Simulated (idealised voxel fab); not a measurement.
You're looking at the process module voxel self aligned contacts.
Cross-sectional view cut (width: 225 nm; square cell size: 5 nm).
If you're reading a cross-section in this doc, picture square cells in a grid; it comes to you as bands, top ones listed first down to the bottom, and a band can be one or more rows of cells. Heights first: top, then bottom, in nm. Then materials, left to right, each with a width in nm. "all across" on a single material: fills the band edge to edge. "air": empty space. Height reference: 0 = level under which incoming wafer is all one material. Lowest band: no bottom, runs on downward, e.g. "0 down". With a width like "30..40", each row of cells in the band differs from the next by the same amount, the top row carrying the first number and the bottom row the second. "changes: none" for a step: no cell of the cross-section changed in that step. Voids not open to the top, 8 cells minimum: see "Closed internal cavities". Written width x height at distance; distance is from the left edge; nm. On a step's line, text after the settings is the simulator commenting on that step. overlay nm, on a step with a mask: how far to the right of its planned place the mask lay; to the left if negative.

## Planned step list for the process
1. RECEIVE (material Si)
2. CONFORMAL_DEP (material SiO2; thk nm 5)
3. DIRECTIONAL_DEP (material polySi; thk nm 30)
4. DIRECTIONAL_DEP (material SiN; thk nm 20)
5. PATTERN (tone cover; mask id GATE; material resist; width nm 25; pitch nm 60; thk nm 20; overlay nm 0)
6. DIRECTIONAL_ETCH (etch materials SiN; depth nm 20)
7. DIRECTIONAL_ETCH (etch materials polySi; depth nm 30)
8. STRIP (etch materials resist)
9. CONFORMAL_DEP (material SiN; thk nm 5)
10. DIRECTIONAL_ETCH (etch materials SiN; depth nm 5)
11. FILL_DEP (material SiO2; thk nm 15)
12. CMP (height nm 60)
13. MASKED_ETCH (tone open; mask id CONTACT; width nm 45; etch materials SiO2; depth nm 60; overlay nm 0)
14. CONFORMAL_DEP (material TiN; thk nm 5)
15. FILL_DEP (material Ru; thk nm 10)
16. CMP (height nm 60)
17. CONFORMAL_DEP (material SiCN; thk nm 5)

## First wafer, two in total, run as planned

## Cross-section of the wafer upon arrival, representing the state reached after step 1
    0 down: Si all across
    Closed internal cavities: none

## Wafer xsec, post step 2
    5 to 0: SiO2 all across
    Rest of section, below 0: as before.

## Wafer xsec, post step 3
    35 to 5: polySi all across
    Rest of section, below 5: as before.

## Wafer xsec, post step 4
    55 to 35: SiN all across
    Rest of section, below 35: as before.

## Wafer xsec, post step 5
    75 to 55: 70 of air; 25 of resist; 35 of air; 25 of resist; 70 of air
    Rest of section, below 55: as before.

## Wafer xsec, post step 6
    75 to 55: 70 of air; 25 of resist; 35 of air; 25 of resist; 70 of air
    55 to 35: 70 of air; 25 of SiN; 35 of air; 25 of SiN; 70 of air
    Rest of section, below 35: as before.

## Wafer xsec, post step 7
    75 to 55: 70 of air; 25 of resist; 35 of air; 25 of resist; 70 of air
    55 to 35: 70 of air; 25 of SiN; 35 of air; 25 of SiN; 70 of air
    35 to 5: 70 of air; 25 of polySi; 35 of air; 25 of polySi; 70 of air
    Rest of section, below 5: as before.

## Wafer xsec, post step 8
    55 to 35: 70 of air; 25 of SiN; 35 of air; 25 of SiN; 70 of air
    Rest of section, below 35: as before.

## Wafer xsec, post step 9
    60 to 35: 65 of air; 35 of SiN; 25 of air; 35 of SiN; 65 of air
    35 to 10: 65 of air; 5 of SiN; 25 of polySi; 5 of SiN; 25 of air; 5 of SiN; 25 of polySi; 5 of SiN; 65 of air
    10 to 5: 70 of SiN; 25 of polySi; 35 of SiN; 25 of polySi; 70 of SiN
    Rest of section, below 5: as before.

## Wafer xsec, post step 10
    55 to 35: 65 of air; 35 of SiN; 25 of air; 35 of SiN; 65 of air
    35 to 5: 65 of air; 5 of SiN; 25 of polySi; 5 of SiN; 25 of air; 5 of SiN; 25 of polySi; 5 of SiN; 65 of air
    Rest of section, below 5: as before.

## Wafer xsec, post step 11
    70 to 55: SiO2 all across
    55 to 35: 65 of SiO2; 35 of SiN; 25 of SiO2; 35 of SiN; 65 of SiO2
    35 to 5: 65 of SiO2; 5 of SiN; 25 of polySi; 5 of SiN; 25 of SiO2; 5 of SiN; 25 of polySi; 5 of SiN; 65 of SiO2
    Rest of section, below 5: as before.

## Wafer xsec, post step 12
    60 to 55: SiO2 all across
    Rest of section, below 55: as before.

## Wafer xsec, post step 13
    60 to 55: 90 of SiO2; 45 of air; 90 of SiO2
    55 to 35: 65 of SiO2; 35 of SiN; 25 of air; 35 of SiN; 65 of SiO2
    35 to 5: 65 of SiO2; 5 of SiN; 25 of polySi; 5 of SiN; 25 of air; 5 of SiN; 25 of polySi; 5 of SiN; 65 of SiO2
    5 to 0: 100 of SiO2; 25 of air; 100 of SiO2
    Rest of section, below 0: as before.

## Wafer xsec, post step 14
    65 to 60: 95 of TiN; 35 of air; 95 of TiN
    60 to 55: 90 of SiO2; 15 of TiN; 15 of air; 15 of TiN; 90 of SiO2
    55 to 35: 65 of SiO2; 35 of SiN; 5 of TiN; 15 of air; 5 of TiN; 35 of SiN; 65 of SiO2
    35 to 5: 65 of SiO2; 5 of SiN; 25 of polySi; 5 of SiN; 5 of TiN; 15 of air; 5 of TiN; 5 of SiN; 25 of polySi; 5 of SiN; 65 of SiO2
    5 to 0: 100 of SiO2; 25 of TiN; 100 of SiO2
    Rest of section, below 0: as before.

## Wafer xsec, post step 15
    75 to 65: Ru all across
    65 to 60: 95 of TiN; 35 of Ru; 95 of TiN
    60 to 55: 90 of SiO2; 15 of TiN; 15 of Ru; 15 of TiN; 90 of SiO2
    55 to 35: 65 of SiO2; 35 of SiN; 5 of TiN; 15 of Ru; 5 of TiN; 35 of SiN; 65 of SiO2
    35 to 5: 65 of SiO2; 5 of SiN; 25 of polySi; 5 of SiN; 5 of TiN; 15 of Ru; 5 of TiN; 5 of SiN; 25 of polySi; 5 of SiN; 65 of SiO2
    Rest of section, below 5: as before.

## Wafer xsec, post step 16
    60 to 55: 90 of SiO2; 15 of TiN; 15 of Ru; 15 of TiN; 90 of SiO2
    Rest of section, below 55: as before.

## Wafer xsec, post step 17
    65 to 60: SiCN all across
    Rest of section, below 60: as before.

## Okay, second wafer. Nothing different at the start, nothing different in the plan, just one mistake somewhere in the running. As far as step 3, counting that step, it's the first wafer all over again

## Here is the second wafer in cross-section at the point where step 4 of the plan should have been done
    75 to 35: SiN all across
    Rest of section, below 35: as before.

## Here is the second wafer in cross-section at the point where step 5 of the plan should have been done
    95 to 75: 70 of air; 25 of resist; 35 of air; 25 of resist; 70 of air
    Rest of section, below 75: as before.

## Here is the second wafer in cross-section at the point where step 6 of the plan should have been done
    95 to 75: 70 of air; 25 of resist; 35 of air; 25 of resist; 70 of air
    75 to 55: 70 of air; 25 of SiN; 35 of air; 25 of SiN; 70 of air
    Rest of section, below 55: as before.

Here is the second wafer in cross-section at the point where step 7 of the plan should have been done: changes: none

## Here is the second wafer in cross-section at the point where step 8 of the plan should have been done
    75 to 55: 70 of air; 25 of SiN; 35 of air; 25 of SiN; 70 of air
    Rest of section, below 55: as before.

## Here is the second wafer in cross-section at the point where step 9 of the plan should have been done
    80 to 60: 65 of air; 35 of SiN; 25 of air; 35 of SiN; 65 of air
    60 to 35: SiN all across
    Rest of section, below 35: as before.

## Here is the second wafer in cross-section at the point where step 10 of the plan should have been done
    75 to 55: 65 of air; 35 of SiN; 25 of air; 35 of SiN; 65 of air
    Rest of section, below 55: as before.

## Here is the second wafer in cross-section at the point where step 11 of the plan should have been done
    90 to 75: SiO2 all across
    75 to 55: 65 of SiO2; 35 of SiN; 25 of SiO2; 35 of SiN; 65 of SiO2
    Rest of section, below 55: as before.

## Here is the second wafer in cross-section at the point where step 12 of the plan should have been done
    60 to 55: 65 of SiO2; 35 of SiN; 25 of SiO2; 35 of SiN; 65 of SiO2
    Rest of section, below 55: as before.

## Here is the second wafer in cross-section at the point where step 13 of the plan should have been done
    60 to 55: 65 of SiO2; 35 of SiN; 25 of air; 35 of SiN; 65 of SiO2
    Rest of section, below 55: as before.

## Here is the second wafer in cross-section at the point where step 14 of the plan should have been done
    65 to 60: 105 of TiN; 15 of air; 105 of TiN
    60 to 55: 65 of SiO2; 35 of SiN; 25 of TiN; 35 of SiN; 65 of SiO2
    Rest of section, below 55: as before.

## Here is the second wafer in cross-section at the point where step 15 of the plan should have been done
    75 to 65: Ru all across
    65 to 60: 105 of TiN; 15 of Ru; 105 of TiN
    Rest of section, below 60: as before.

## Here is the second wafer in cross-section at the point where step 16 of the plan should have been done
    60 to 55: 65 of SiO2; 35 of SiN; 25 of TiN; 35 of SiN; 65 of SiO2
    Rest of section, below 55: as before.

## Here is the second wafer in cross-section at the point where step 17 of the plan should have been done
    65 to 60: SiCN all across
    Rest of section, below 60: as before.
What went wrong in running the wafer? plan step 4 was conducted twice
Counted in cells at the end, the second wafer holds more or fewer of these materials than the first: 33 fewer of Ru; 114 more of SiN; 265 fewer of SiO2; 26 fewer of TiN; 210 more of polySi
